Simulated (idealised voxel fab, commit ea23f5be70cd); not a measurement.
voxel capacitor over wiring: a process module
Square cell edge 5 nm, section width 265 nm, ID cut.
The cross-sections in this document take the form of a grid made of square cells. They are written out as bands, in order from top to bottom. Each band consists of one or more rows of cells.
Top, bottom (nm), then materials left to right with widths (nm); lone material tagged "throughout" fills the whole band edge to edge; "air" = empty space.
It should be noted that heights are counted from 0, beneath which the wafer as supplied is of one material throughout, and that the lowest band possesses no lower boundary but continues downward, as written in "0 nm and below".
Width spec "30->40" -> top row of cells at first value, bottom row at second value, equal per-row change in between.
The cross-section has no changed cell in any step marked "nothing changed".
Enclosed voids (no open way to top), threshold 8 cells or more, entry "Cavities, sealed", notation width x height at distance, distance from left edge, nm.
Read whatever lies past the settings on a step's line as the simulator's own remark about the step.
When a step includes a mask, the "overlay nm" setting on its line states how far to the right of its planned place that mask lay, and negative values state how far to the left.

-- Steps in the process plan
1. RECEIVE with material Si
2. CONFORMAL_DEP with material SiO2, thk nm 15
3. DIRECTIONAL_DEP with material TiN, thk nm 5
4. DIRECTIONAL_DEP with material W, thk nm 15
5. PATTERN with tone cover, mask id METAL_1, material resist, width nm 25, pitch nm 80, thk nm 15, overlay nm 0
6. DIRECTIONAL_ETCH with etch materials W, depth nm 15
7. DIRECTIONAL_ETCH with etch materials TiN, depth nm 5
8. STRIP with etch materials resist
9. CONFORMAL_DEP with material SiCN, thk nm 5
10. FILL_DEP with material lowk, thk nm 5
11. CMP with height nm 35
12. CONFORMAL_DEP with material SiCN, thk nm 5
13. DIRECTIONAL_DEP with material lowk, thk nm 20
14. PATTERN with tone open, mask id PLUG_1, material resist, width nm 15, thk nm 15, overlay nm 0
15. DIRECTIONAL_ETCH with etch materials lowk, depth nm 20
16. DIRECTIONAL_ETCH with etch materials SiCN, depth nm 5
17. STRIP with etch materials resist
18. CONFORMAL_DEP with material TiN, thk nm 5
19. FILL_DEP with material W, thk nm 5
20. CMP with height nm 60
21. DIRECTIONAL_DEP with material TiN, thk nm 5
22. DIRECTIONAL_DEP with material HfO2, thk nm 5
23. DIRECTIONAL_DEP with material TiN, thk nm 5
24. PATTERN with tone cover, mask id UPPER_PLATE, material resist, width nm 60, thk nm 15, overlay nm 0
25. DIRECTIONAL_ETCH with etch materials TiN, depth nm 5
26. DIRECTIONAL_ETCH with etch materials HfO2, depth nm 5
27. STRIP with etch materials resist
28. PATTERN with tone cover, mask id LOWER_PLATE, material resist, width nm 70, thk nm 15, overlay nm 0
29. DIRECTIONAL_ETCH with etch materials TiN, depth nm 5
30. STRIP with etch materials resist
31. FILL_DEP with material SiO2, thk nm 15
32. CMP with height nm 85
33. DIRECTIONAL_DEP with material aC, thk nm 10
34. PATTERN with tone open, mask id PLUG_2, material resist, width nm 15, thk nm 30, overlay nm 0
35. DIRECTIONAL_ETCH with etch materials aC, depth nm 10
36. STRIP with etch materials resist
37. DIRECTIONAL_ETCH with etch materials SiO2, depth nm 10
38. STRIP with etch materials aC
39. CONFORMAL_DEP with material TiN, thk nm 5
40. FILL_DEP with material Ru, thk nm 10
41. CMP with height nm 85
42. CONFORMAL_DEP with material SiCN, thk nm 5

-- Cross-section, incoming material, after step 1
	0 nm and below: Si throughout
	Cavities, sealed: none

-- Cross-section, end of module. Start: as above. Plan: as above. Execution: one mistake
	90 nm to 85 nm: SiCN throughout
	85 nm to 80 nm: SiO2: 100, TiN: 5, Ru: 5, TiN: 5, SiO2: 150
	80 nm to 70 nm: SiO2: 100->90, TiN: 15->60, SiO2: 150->115
	70 nm to 65 nm: SiO2: 90, HfO2: 60, SiO2: 115
	65 nm to 60 nm: SiO2: 80, TiN: 70, SiO2: 115
	60 nm to 40 nm: lowk: 90, TiN: 5, W: 5, TiN: 5, lowk: 160
	40 nm to 35 nm: SiCN: 90, TiN: 15, SiCN: 160
	35 nm to 20 nm: lowk: 75, SiCN: 5, W: 25, SiCN: 5, lowk: 45, SiCN: 5, W: 25, SiCN: 5, lowk: 75
	20 nm to 15 nm: SiCN: 80, TiN: 25, SiCN: 55, TiN: 25, SiCN: 80
	15 nm to 0 nm: SiO2 throughout
	0 nm and below: Si throughout
	Cavities, sealed: none
Nonconformance to the process plan: for step 28, the planned setting was not used; the step was instead run as PATTERN with tone cover, mask id LOWER_PLATE, material resist, width nm 70, thk nm 15, overlay nm -5
